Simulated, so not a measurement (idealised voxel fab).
The following process module bears the name voxel tone inversion.
Xsec cut, 205 nm wide, square cell size 5 nm.
The cross-sections in this document take the form of a grid made of square cells. They are written out as bands, in order from top to bottom. Each band consists of one or more rows of cells. Each band's line starts with the height of the band's top and of its bottom, in nm. Then come its materials from left to right, each with its width in nm. One material with "throughout" fills the band from edge to edge. "empty" is empty space. Heights from 0 (as-received wafer is one material below). Bottom band endless downward, as "from 0 down". A width such as "30->40" changes by the same amount from each row of cells to the next, from the band's top row to its bottom row. "everything unchanged", as given for a step, is the statement that not any cell of the cross-section underwent a change during that step. Look at "Closed void catalog" for the closed voids: empty spaces with no open path to the top, sized 8 cells or up. Each is width x height at distance, distance from the left edge, all nm. Anything after a step's settings on that line? It's the simulator's own note about the step. On any step carrying a mask, the "overlay nm" setting, if present on the step's line, tells how far right of its planned place the mask lay; negative values point to the left.

# Process steps - plan
| 1 | RECEIVE with material Si |
| 2 | CONFORMAL_DEP with material SiN, thk nm 10 |
| 3 | DIRECTIONAL_DEP with material polySi, thk nm 15 |
| 4 | PATTERN with tone cover, mask id POSTS, material resist, width nm 20, pitch nm 35, thk nm 20, overlay nm 0 |
| 5 | DIRECTIONAL_ETCH with etch materials polySi, depth nm 15 |
| 6 | STRIP with etch materials resist |
| 7 | FILL_DEP with material SiO2, thk nm 5 |
| 8 | CMP with height nm 25 |
| 9 | STRIP with etch materials polySi |
| 10 | CONFORMAL_DEP with material TiN, thk nm 5 |
| 11 | FILL_DEP with material W, thk nm 10 |
| 12 | CMP with height nm 25 |
| 13 | CONFORMAL_DEP with material SiCN, thk nm 5 |

# Concerning the first of two wafers, which was run in accordance with the plan

# Here's what the wafer looked like in cross-section when it arrived - that's after step 1
* from 0 down: Si throughout
* Closed void catalog: none

# How the wafer stands in section after step 2
* from 10 to 0: SiN throughout
* For the remainder of the cross-section, below 0, there is no change.

# How the wafer stands in section after step 3
* from 25 to 10: polySi throughout
* For the remainder of the cross-section, below 10, there is no change.

# How the wafer stands in section after step 4
* from 45 to 25: empty: 40; resist: 20; empty: 15; resist: 20; empty: 15; resist: 20; empty: 15; resist: 20; empty: 40
* For the remainder of the cross-section, below 25, there is no change.

# How the wafer stands in section after step 5
* from 45 to 25: empty: 40; resist: 20; empty: 15; resist: 20; empty: 15; resist: 20; empty: 15; resist: 20; empty: 40
* from 25 to 10: empty: 40; polySi: 20; empty: 15; polySi: 20; empty: 15; polySi: 20; empty: 15; polySi: 20; empty: 40
* For the remainder of the cross-section, below 10, there is no change.

# How the wafer stands in section after step 6
* from 25 to 10: empty: 40; polySi: 20; empty: 15; polySi: 20; empty: 15; polySi: 20; empty: 15; polySi: 20; empty: 40
* For the remainder of the cross-section, below 10, there is no change.

# How the wafer stands in section after step 7
* from 30 to 25: SiO2 throughout
* from 25 to 10: SiO2: 40; polySi: 20; SiO2: 15; polySi: 20; SiO2: 15; polySi: 20; SiO2: 15; polySi: 20; SiO2: 40
* For the remainder of the cross-section, below 10, there is no change.

# How the wafer stands in section after step 8
* from 25 to 10: SiO2: 40; polySi: 20; SiO2: 15; polySi: 20; SiO2: 15; polySi: 20; SiO2: 15; polySi: 20; SiO2: 40
* For the remainder of the cross-section, below 10, there is no change.

# How the wafer stands in section after step 9
* from 25 to 10: SiO2: 40; empty: 20; SiO2: 15; empty: 20; SiO2: 15; empty: 20; SiO2: 15; empty: 20; SiO2: 40
* For the remainder of the cross-section, below 10, there is no change.

# How the wafer stands in section after step 10
* from 30 to 25: TiN: 45; empty: 10; TiN: 25; empty: 10; TiN: 25; empty: 10; TiN: 25; empty: 10; TiN: 45
* from 25 to 15: SiO2: 40; TiN: 5; empty: 10; TiN: 5; SiO2: 15; TiN: 5; empty: 10; TiN: 5; SiO2: 15; TiN: 5; empty: 10; TiN: 5; SiO2: 15; TiN: 5; empty: 10; TiN: 5; SiO2: 40
* from 15 to 10: SiO2: 40; TiN: 20; SiO2: 15; TiN: 20; SiO2: 15; TiN: 20; SiO2: 15; TiN: 20; SiO2: 40
* For the remainder of the cross-section, below 10, there is no change.

# How the wafer stands in section after step 11
* from 40 to 30: W throughout
* from 30 to 25: TiN: 45; W: 10; TiN: 25; W: 10; TiN: 25; W: 10; TiN: 25; W: 10; TiN: 45
* from 25 to 15: SiO2: 40; TiN: 5; W: 10; TiN: 5; SiO2: 15; TiN: 5; W: 10; TiN: 5; SiO2: 15; TiN: 5; W: 10; TiN: 5; SiO2: 15; TiN: 5; W: 10; TiN: 5; SiO2: 40
* For the remainder of the cross-section, below 15, there is no change.

# How the wafer stands in section after step 12
* from 25 to 15: SiO2: 40; TiN: 5; W: 10; TiN: 5; SiO2: 15; TiN: 5; W: 10; TiN: 5; SiO2: 15; TiN: 5; W: 10; TiN: 5; SiO2: 15; TiN: 5; W: 10; TiN: 5; SiO2: 40
* For the remainder of the cross-section, below 15, there is no change.

# How the wafer stands in section after step 13
* from 30 to 25: SiCN throughout
* For the remainder of the cross-section, below 25, there is no change.

# Now the other wafer: same start, same recipe, but we messed up one thing when running it. Up to and including step 11 it's the same as the first one

# Second wafer shown in cross-section at the time step 12 was slated to end
* from 25 to 15: SiO2: 40; TiN: 5; W: 10; TiN: 5; SiO2: 15; TiN: 5; W: 10; TiN: 5; SiO2: 15; TiN: 5; W: 10; TiN: 5; SiO2: 15; TiN: 5; W: 10; TiN: 5; SiO2: 40
* For the remainder of the cross-section, below 15, there is no change.

# Second wafer shown in cross-section at the time step 13 was slated to end
* from 30 to 25: SiCN throughout
* For the remainder of the cross-section, below 25, there is no change.
What was the processing mistake? twice over, step 12 of the plan was run
at the end the two cross-sections are the same: no effect in what this model computes
